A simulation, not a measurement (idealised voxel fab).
Name of the process module below: voxel transistor to metal
We display cut, a cross-section 265 nm in width whose square cells are each 5 nm.
A cross-section is written here as square cells arranged in a grid, and it is given in bands from the top down, each band taking up one or more rows of cells. Quick guide to a band line: top height, bottom height (nm) up front; then every material left to right with its width in nm. Only one material and it's marked "edge to edge"? Then it fills the band edge to edge. And "empty" just means empty space. Heights are reckoned from 0. Under this level, the received wafer is all of one material. The bottommost band is open-ended downward, for example "from 0 down". Top row gets the first number, bottom row gets the second, and each row in between changes by the same step: that is how a band width like "30..40" works. "nothing was modified", as given for a step, is the statement that not any cell of the cross-section underwent a change during that step. You'll see "Enclosed void catalog" listing empty spaces that have no way open to the top, as long as they're 8 cells or more; the notation is width x height at distance, where the distance is from the left edge, and all of it is in nm. Post-settings text on a step line: simulator's own remark regarding the step. The line of a step may include "overlay nm". On a step with a mask, this value is how far to the right of its planned place the mask lay. A negative value means the mask lay to the left.
### The following list gives the planned process steps
1 RECEIVE with material Si
2 CONFORMAL_DEP with material SiO2, thk nm 5
3 CONFORMAL_DEP with material SiN, thk nm 10
4 PATTERN with tone cover, mask id ACTIVE, material resist, width nm 100, pitch nm 125, thk nm 20, overlay nm 0
5 DIRECTIONAL_ETCH with etch materials SiN, depth nm 10
6 DIRECTIONAL_ETCH with etch materials SiO2, depth nm 5
7 DIRECTIONAL_ETCH with etch materials Si, depth nm 25
8 STRIP with etch materials resist
9 OXIDIZE with depth nm 5
10 FILL_DEP with material SiO2, thk nm 5
11 CMP with height nm 15
12 SELECTIVE_ETCH with etch materials SiO2, depth nm 10
13 STRIP with etch materials SiN
14 SELECTIVE_ETCH with etch materials SiO2, depth nm 5
15 OXIDIZE with depth nm 5
16 DIRECTIONAL_DEP with material polySi, thk nm 30
17 DIRECTIONAL_DEP with material SiCN, thk nm 15
18 DIRECTIONAL_DEP with material aC, thk nm 15
19 PATTERN with tone cover, mask id GATE, material resist, width nm 20, pitch nm 125, thk nm 30, overlay nm 0
20 DIRECTIONAL_ETCH with etch materials aC, depth nm 15
21 STRIP with etch materials resist
22 DIRECTIONAL_ETCH with etch materials SiCN, depth nm 25
23 DIRECTIONAL_ETCH with etch materials polySi, depth nm 40
24 STRIP with etch materials aC
25 CONFORMAL_DEP with material SiN, thk nm 10
26 DIRECTIONAL_ETCH with etch materials SiN, depth nm 10
27 DIRECTIONAL_ETCH with etch materials SiO2, depth nm 5
28 DIRECTIONAL_ETCH with etch materials Si, depth nm 10
29 EPI with material SiGe, thk nm 15
30 FILL_DEP with material SiO2, thk nm 5
31 CMP with height nm 45
32 DIRECTIONAL_DEP with material SiO2, thk nm 15
33 DIRECTIONAL_DEP with material aC, thk nm 15
34 PATTERN with tone open, mask id CONTACT, material resist, width nm 20, thk nm 35, overlay nm 0
35 DIRECTIONAL_ETCH with etch materials aC, depth nm 15
36 STRIP with etch materials resist
37 DIRECTIONAL_ETCH with etch materials SiO2, depth nm 60
38 STRIP with etch materials aC
39 CONFORMAL_DEP with material TiN, thk nm 5
40 FILL_DEP with material Ru, thk nm 10
41 CMP with height nm 60
42 CONFORMAL_DEP with material SiN, thk nm 5
43 DIRECTIONAL_DEP with material lowk, thk nm 20
44 PATTERN with tone open, mask id METAL_1, material resist, width nm 20, thk nm 20, overlay nm 0
45 DIRECTIONAL_ETCH with etch materials lowk, depth nm 20
46 DIRECTIONAL_ETCH with etch materials SiN, depth nm 5
47 STRIP with etch materials resist
48 CONFORMAL_DEP with material TiN, thk nm 5
49 FILL_DEP with material Ru, thk nm 5
50 CMP with height nm 85
51 CONFORMAL_DEP with material SiCN, thk nm 5
52 DIRECTIONAL_DEP with material lowk, thk nm 25
53 DIRECTIONAL_DEP with material aC, thk nm 15
54 PATTERN with tone open, mask id METAL_2_HOLES, material resist, width nm 15, pitch nm 125, thk nm 35, overlay nm 0
55 DIRECTIONAL_ETCH with etch materials aC, depth nm 15
56 STRIP with etch materials resist
57 DIRECTIONAL_ETCH with etch materials lowk, depth nm 25
58 STRIP with etch materials aC
59 PATTERN with tone open, mask id METAL_2, material resist, width nm 20, pitch nm 125, thk nm 20, overlay nm 0
60 DIRECTIONAL_ETCH with etch materials lowk, depth nm 15
61 DIRECTIONAL_ETCH with etch materials SiCN, depth nm 5
62 STRIP with etch materials resist
63 CONFORMAL_DEP with material TiN, thk nm 5
64 FILL_DEP with material Ru, thk nm 10
65 CMP with height nm 115
66 CONFORMAL_DEP with material SiN, thk nm 5
Among the wafers covered here, the point of difference is the width nm at step 54; their starting state is shared, and the plan presents the value of the first wafer.
### Cross-section of the first of several received wafers, showing its state after step 1
    from 0 down | Si edge to edge
    Enclosed void catalog: none
### First wafer of several, cross-section, module end, after step 66 (last)
    from 120 to 115 | SiN edge to edge
    from 115 to 105 | lowk: 25 | TiN: 5 | Ru: 10 | TiN: 5 | lowk: 105 | TiN: 5 | Ru: 10 | TiN: 5 | lowk: 95
    from 105 to 100 | lowk: 25 | TiN: 5 | Ru: 5 | TiN: 10 | lowk: 105 | TiN: 5 | Ru: 5 | TiN: 10 | lowk: 95
    from 100 to 90 | lowk: 25 | TiN: 5 | Ru: 5 | TiN: 5 | lowk: 110 | TiN: 5 | Ru: 5 | TiN: 5 | lowk: 100
    from 90 to 85 | SiCN: 25 | TiN: 15 | SiCN: 110 | TiN: 15 | SiCN: 100
    from 85 to 65 | lowk: 25 | TiN: 5 | Ru: 10 | TiN: 5 | lowk: 50 | TiN: 5 | Ru: 10 | TiN: 5 | lowk: 35 | TiN: 5 | Ru: 10 | TiN: 5 | lowk: 50 | TiN: 5 | Ru: 10 | TiN: 5 | lowk: 25
    from 65 to 60 | SiN: 25 | TiN: 20 | SiN: 50 | TiN: 20 | SiN: 35 | TiN: 20 | SiN: 50 | TiN: 20 | SiN: 25
    from 60 to 45 | SiO2: 25 | TiN: 5 | Ru: 10 | TiN: 5 | SiO2: 50 | TiN: 5 | Ru: 10 | TiN: 5 | SiO2: 35 | TiN: 5 | Ru: 10 | TiN: 5 | SiO2: 50 | TiN: 5 | Ru: 10 | TiN: 5 | SiO2: 25
    from 45 to 30 | SiO2: 25 | TiN: 5 | Ru: 10 | TiN: 5 | SiO2: 5 | SiN: 10 | SiCN: 20 | SiN: 10 | SiO2: 5 | TiN: 5 | Ru: 10 | TiN: 5 | SiO2: 35 | TiN: 5 | Ru: 10 | TiN: 5 | SiO2: 5 | SiN: 10 | SiCN: 20 | SiN: 10 | SiO2: 5 | TiN: 5 | Ru: 10 | TiN: 5 | SiO2: 25
    from 30 to 15 | SiO2: 25 | TiN: 5 | Ru: 10 | TiN: 5 | SiO2: 5 | SiN: 10 | polySi: 20 | SiN: 10 | SiO2: 5 | TiN: 5 | Ru: 10 | TiN: 5 | SiO2: 35 | TiN: 5 | Ru: 10 | TiN: 5 | SiO2: 5 | SiN: 10 | polySi: 20 | SiN: 10 | SiO2: 5 | TiN: 5 | Ru: 10 | TiN: 5 | SiO2: 25
    from 15 to 10 | SiO2: 25 | TiN: 20 | SiO2: 5 | SiN: 10 | polySi: 20 | SiN: 10 | SiO2: 5 | TiN: 20 | SiO2: 35 | TiN: 20 | SiO2: 5 | SiN: 10 | polySi: 20 | SiN: 10 | SiO2: 5 | TiN: 20 | SiO2: 25
    from 10 to 0 | SiO2: 25 | TiN: 10 | SiGe: 15 | SiN: 10 | polySi: 20 | SiN: 10 | SiGe: 15 | TiN: 10 | SiO2: 35 | TiN: 10 | SiGe: 15 | SiN: 10 | polySi: 20 | SiN: 10 | SiGe: 15 | TiN: 10 | SiO2: 25
    from 0 to -5 | SiO2: 20 | SiGe: 30 | SiO2: 40 | SiGe: 30 | SiO2: 25 | SiGe: 30 | SiO2: 40 | SiGe: 30 | SiO2: 20
    from -5 to -15 | SiO2: 25 | SiGe: 25 | Si: 40 | SiGe: 25 | SiO2: 35 | SiGe: 25 | Si: 40 | SiGe: 25 | SiO2: 25
    from -15 to -30 | SiO2: 25 | Si: 90 | SiO2: 35 | Si: 90 | SiO2: 25
    from -30 down | Si edge to edge
    Enclosed void catalog: none
### Cross-section at module completion, last wafer
    from 120 to 115 | SiN edge to edge
    from 115 to 95 | lowk: 20 | TiN: 5 | Ru: 20 | TiN: 5 | lowk: 95 | TiN: 5 | Ru: 20 | TiN: 5 | lowk: 90
    from 95 to 90 | lowk: 20 | TiN: 10 | Ru: 10 | TiN: 10 | lowk: 95 | TiN: 10 | Ru: 10 | TiN: 10 | lowk: 90
    from 90 to 85 | SiCN: 25 | TiN: 20 | SiCN: 105 | TiN: 20 | SiCN: 95
    from 85 to 65 | lowk: 25 | TiN: 5 | Ru: 10 | TiN: 5 | lowk: 50 | TiN: 5 | Ru: 10 | TiN: 5 | lowk: 35 | TiN: 5 | Ru: 10 | TiN: 5 | lowk: 50 | TiN: 5 | Ru: 10 | TiN: 5 | lowk: 25
    from 65 to 60 | SiN: 25 | TiN: 20 | SiN: 50 | TiN: 20 | SiN: 35 | TiN: 20 | SiN: 50 | TiN: 20 | SiN: 25
    from 60 to 45 | SiO2: 25 | TiN: 5 | Ru: 10 | TiN: 5 | SiO2: 50 | TiN: 5 | Ru: 10 | TiN: 5 | SiO2: 35 | TiN: 5 | Ru: 10 | TiN: 5 | SiO2: 50 | TiN: 5 | Ru: 10 | TiN: 5 | SiO2: 25
    from 45 to 30 | SiO2: 25 | TiN: 5 | Ru: 10 | TiN: 5 | SiO2: 5 | SiN: 10 | SiCN: 20 | SiN: 10 | SiO2: 5 | TiN: 5 | Ru: 10 | TiN: 5 | SiO2: 35 | TiN: 5 | Ru: 10 | TiN: 5 | SiO2: 5 | SiN: 10 | SiCN: 20 | SiN: 10 | SiO2: 5 | TiN: 5 | Ru: 10 | TiN: 5 | SiO2: 25
    from 30 to 15 | SiO2: 25 | TiN: 5 | Ru: 10 | TiN: 5 | SiO2: 5 | SiN: 10 | polySi: 20 | SiN: 10 | SiO2: 5 | TiN: 5 | Ru: 10 | TiN: 5 | SiO2: 35 | TiN: 5 | Ru: 10 | TiN: 5 | SiO2: 5 | SiN: 10 | polySi: 20 | SiN: 10 | SiO2: 5 | TiN: 5 | Ru: 10 | TiN: 5 | SiO2: 25
    from 15 to 10 | SiO2: 25 | TiN: 20 | SiO2: 5 | SiN: 10 | polySi: 20 | SiN: 10 | SiO2: 5 | TiN: 20 | SiO2: 35 | TiN: 20 | SiO2: 5 | SiN: 10 | polySi: 20 | SiN: 10 | SiO2: 5 | TiN: 20 | SiO2: 25
    from 10 to 0 | SiO2: 25 | TiN: 10 | SiGe: 15 | SiN: 10 | polySi: 20 | SiN: 10 | SiGe: 15 | TiN: 10 | SiO2: 35 | TiN: 10 | SiGe: 15 | SiN: 10 | polySi: 20 | SiN: 10 | SiGe: 15 | TiN: 10 | SiO2: 25
    from 0 to -5 | SiO2: 20 | SiGe: 30 | SiO2: 40 | SiGe: 30 | SiO2: 25 | SiGe: 30 | SiO2: 40 | SiGe: 30 | SiO2: 20
    from -5 to -15 | SiO2: 25 | SiGe: 25 | Si: 40 | SiGe: 25 | SiO2: 35 | SiGe: 25 | Si: 40 | SiGe: 25 | SiO2: 25
    from -15 to -30 | SiO2: 25 | Si: 90 | SiO2: 35 | Si: 90 | SiO2: 25
    from -30 down | Si edge to edge
    Enclosed void catalog: none
### Take any row and you have a wafer at the end of the module: how many cells of each material it has gained (+) or lost (-) since it was received, and then its closed voids
width nm 15 | +118 Ru | -178 Si | +71 SiCN | +88 SiGe | +162 SiN | +406 SiO2 | +180 TiN | +377 lowk | +48 polySi | Enclosed void catalog: none
width nm 20 | +124 Ru | -178 Si | +69 SiCN | +88 SiGe | +162 SiN | +406 SiO2 | +180 TiN | +373 lowk | +48 polySi | Enclosed void catalog: none
width nm 25 | +132 Ru | -178 Si | +69 SiCN | +88 SiGe | +162 SiN | +406 SiO2 | +182 TiN | +363 lowk | +48 polySi | Enclosed void catalog: none
width nm 30 | +140 Ru | -178 Si | +69 SiCN | +88 SiGe | +162 SiN | +406 SiO2 | +184 TiN | +353 lowk | +48 polySi | Enclosed void catalog: none
